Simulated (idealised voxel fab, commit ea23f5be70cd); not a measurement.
process module | voxel spacer lines
cross-section cut | 225 nm wide | cells 5 nm
A cross-section is a grid of square cells, given in bands from the top down. A band is one or more rows of cells.
Each band's line starts with the height of the band's top and of its bottom, in nm. Then come its materials from left to right, each with its width in nm. One material with "throughout" fills the band from edge to edge. "air" is empty space.
Height 0 is the level under which the wafer as received is all one material. The lowest band goes on downwards, as in "0 down".
A width such as "30 to 40" changes by the same amount from each row of cells to the next, from the band's top row to its bottom row.
"no change" after a step means that no cell of the cross-section changed.
closed voids: empty space of 8 cells or more with no open way to the top, each as width x height at its distance from the left edge, in nm
after a step's settings: what the simulator itself notes on the step
overlay nm, on a step with a mask: how far to the right of its planned place the mask lay; to the left if negative
plan
1 op RECEIVE | material Si
2 op CONFORMAL_DEP | material Al2O3 | thk nm 10
3 op DIRECTIONAL_DEP | material TiN | thk nm 5
4 op DIRECTIONAL_DEP | material polySi | thk nm 30
5 op PATTERN | tone cover | mask id MANDREL | material resist | width nm 25 | pitch nm 70 | thk nm 40 | overlay nm 0
6 op DIRECTIONAL_ETCH | etch materials polySi | depth nm 30
7 op STRIP | etch materials resist
8 op CONFORMAL_DEP | material SiO2 | thk nm 10
9 op DIRECTIONAL_ETCH | etch materials SiO2 | depth nm 10
10 op STRIP | etch materials polySi
11 op DIRECTIONAL_ETCH | etch materials TiN | depth nm 10
12 op STRIP | etch materials SiO2
varied across the wafers: thk nm of step 3. The plan shows the first wafer's value. All wafers start alike
first wafer as received, after step 1
  0 down: Si throughout
  closed voids: none
each wafer at the end: cells of each material gained (+) or lost (-) since it was received, then its closed voids
thk nm 5 | +90 Al2O3 | +12 TiN | closed voids: none
thk nm 10 | +90 Al2O3 | +24 TiN | closed voids: none
thk nm 15 | +90 Al2O3 | +69 TiN | closed voids: none
thk nm 20 | +90 Al2O3 | +114 TiN | closed voids: none
thk nm 25 | +90 Al2O3 | +159 TiN | closed voids: none
